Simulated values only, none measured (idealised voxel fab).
process module | voxel self aligned contacts
cross-section cut | 300 nm wide | cells 5 nm
A cross-section is a grid of square cells, given in bands from the top down. A band is one or more rows of cells.
Each band's line starts with the height of the band's top and of its bottom, in nm. Then come its materials from left to right, each with its width in nm. One material with "throughout" fills the band from edge to edge. "air" is empty space.
Height 0 is the level under which the wafer as received is all one material. The lowest band goes on downwards, as in "0 down".
A width such as "30 to 40" changes by the same amount from each row of cells to the next, from the band's top row to its bottom row.
"no change" after a step means that no cell of the cross-section changed.
closed voids: empty space of 8 cells or more with no open way to the top, each as width x height at its distance from the left edge, in nm
after a step's settings: what the simulator itself notes on the step
overlay nm, on a step with a mask: how far to the right of its planned place the mask lay; to the left if negative
plan
1 op RECEIVE | material Si
2 op OXIDIZE | depth nm 5
3 op DIRECTIONAL_DEP | material polySi | thk nm 20
4 op DIRECTIONAL_DEP | material SiN | thk nm 15
5 op PATTERN | tone cover | mask id GATE | material resist | width nm 35 | pitch nm 60 | thk nm 20 | overlay nm 0
6 op DIRECTIONAL_ETCH | etch materials SiN | depth nm 15
7 op DIRECTIONAL_ETCH | etch materials polySi | depth nm 20
8 op STRIP | etch materials resist
9 op CONFORMAL_DEP | material SiN | thk nm 5
10 op DIRECTIONAL_ETCH | etch materials SiN | depth nm 5
11 op FILL_DEP | material SiO2 | thk nm 15
12 op CMP | height nm 45
13 op PATTERN | tone open | mask id CONTACT | material resist | width nm 35 | thk nm 15 | overlay nm 0
14 op DIRECTIONAL_ETCH | etch materials SiO2 | depth nm 50
15 op STRIP | etch materials resist
16 op CONFORMAL_DEP | material TiN | thk nm 5
17 op FILL_DEP | material Ru | thk nm 10
18 op CMP | height nm 45
19 op CONFORMAL_DEP | material SiN | thk nm 5
varied across the wafers: thk nm of step 16. The plan shows the first wafer's value. All wafers start alike
first wafer as received, after step 1
  0 down: Si throughout
  closed voids: none
first wafer at the end, after step 19
  50 to 45: SiN throughout
  45 to 35: SiO2 130 | TiN 5 to 15 | Ru 25 to 5 | TiN 5 to 15 | SiO2 135
  35 to 20: SiO2 95 | SiN 45 | TiN 5 | Ru 5 | TiN 5 | SiN 45 | SiO2 100
  20 to 0: SiO2 95 | SiN 5 | polySi 35 | SiN 5 | TiN 5 | Ru 5 | TiN 5 | SiN 5 | polySi 35 | SiN 5 | SiO2 100
  0 to -5: SiO2 140 | TiN 15 | SiO2 145
  -5 down: Si throughout
  closed voids: none
last wafer at the end
  50 to 45: SiN throughout
  45 to 35: SiO2 130 | TiN 35 | SiO2 135
  35 to 20: SiO2 95 | SiN 45 | TiN 15 | SiN 45 | SiO2 100
  20 to 0: SiO2 95 | SiN 5 | polySi 35 | SiN 5 | TiN 15 | SiN 5 | polySi 35 | SiN 5 | SiO2 100
  0 to -5: SiO2 140 | TiN 15 | SiO2 145
  -5 down: Si throughout
  closed voids: none
each wafer at the end: cells of each material gained (+) or lost (-) since it was received, then its closed voids
thk nm 5 | +13 Ru | -60 Si | +130 SiN | +436 SiO2 | +25 TiN | +56 polySi | closed voids: none
thk nm 10 | -60 Si | +130 SiN | +436 SiO2 | +38 TiN | +56 polySi | closed voids: none
thk nm 15 | -60 Si | +130 SiN | +436 SiO2 | +38 TiN | +56 polySi | closed voids: none
thk nm 20 | -60 Si | +130 SiN | +436 SiO2 | +38 TiN | +56 polySi | closed voids: none
